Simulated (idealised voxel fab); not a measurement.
This section sets out a process module, namely voxel lift off.
Pictured: cross-section cut, 285 nm wide, on a grid of 5 nm square cells.
Reading order for cross-sections: top band down to bottom band. Underlying form: a grid of square cells. Band size: one or more rows of cells.
This entry defines a band. It first specifies the height of the band's top and the height of its bottom in nm, and then specifies the band's materials from left to right, stating each material with its width in nm. The word "full width" identifies a single material that fills the band from edge to edge, while the word "empty" identifies empty space.
Height datum 0, below which the as-received substrate wafer is one material. Lowest band open at the bottom, running downward: "z 0 and below".
Note: "30 to 40" means the width goes from the first number (top row of the band) to the second number (bottom row) in equal steps per row of cells.
Basically "nothing got changed" means that step didn't change any cell in the cross-section.
Empty spaces without an open route to the top, at least 8 cells in extent, make up the entry "Closed void inventory"; each is given as width x height at distance, where the distance is measured from the left edge, and all are in nm.
If you see something after the settings on a step's line, that's the simulator's own remark about that step.
The setting "overlay nm" may be written on the line of a step. When the step uses a mask, the value reports how far to the right of the planned place the mask lay, and a negative value reports that it lay to the left.
So here's the lineup of process steps we planned
| 1 | RECEIVE,material Si |
| 2 | CONFORMAL_DEP,material Al2O3,thk nm 5 |
| 3 | PATTERN,tone open,mask id LINES,material resist,width nm 20,pitch nm 50,thk nm 20,overlay nm 0 |
| 4 | DIRECTIONAL_DEP,material Ru,thk nm 10 |
| 5 | STRIP,etch materials resist |
| 6 | CONFORMAL_DEP,material SiN,thk nm 5 |
Shown in cross-section is the wafer as received, that is, as it stands after step 1
* z 0 and below: Si full width
* Closed void inventory: none
Same starting wafer, same plan as above, one mistake in the execution; this is the cross-section at the end of the module
* z 10 to 5: SiN full width
* z 5 to 0: Al2O3 full width
* z 0 and below: Si full width
* Closed void inventory: none
It is concluded that the wafer was processed incorrectly with respect to the plan, in that step 4 of the plan was bypassed and not carried out
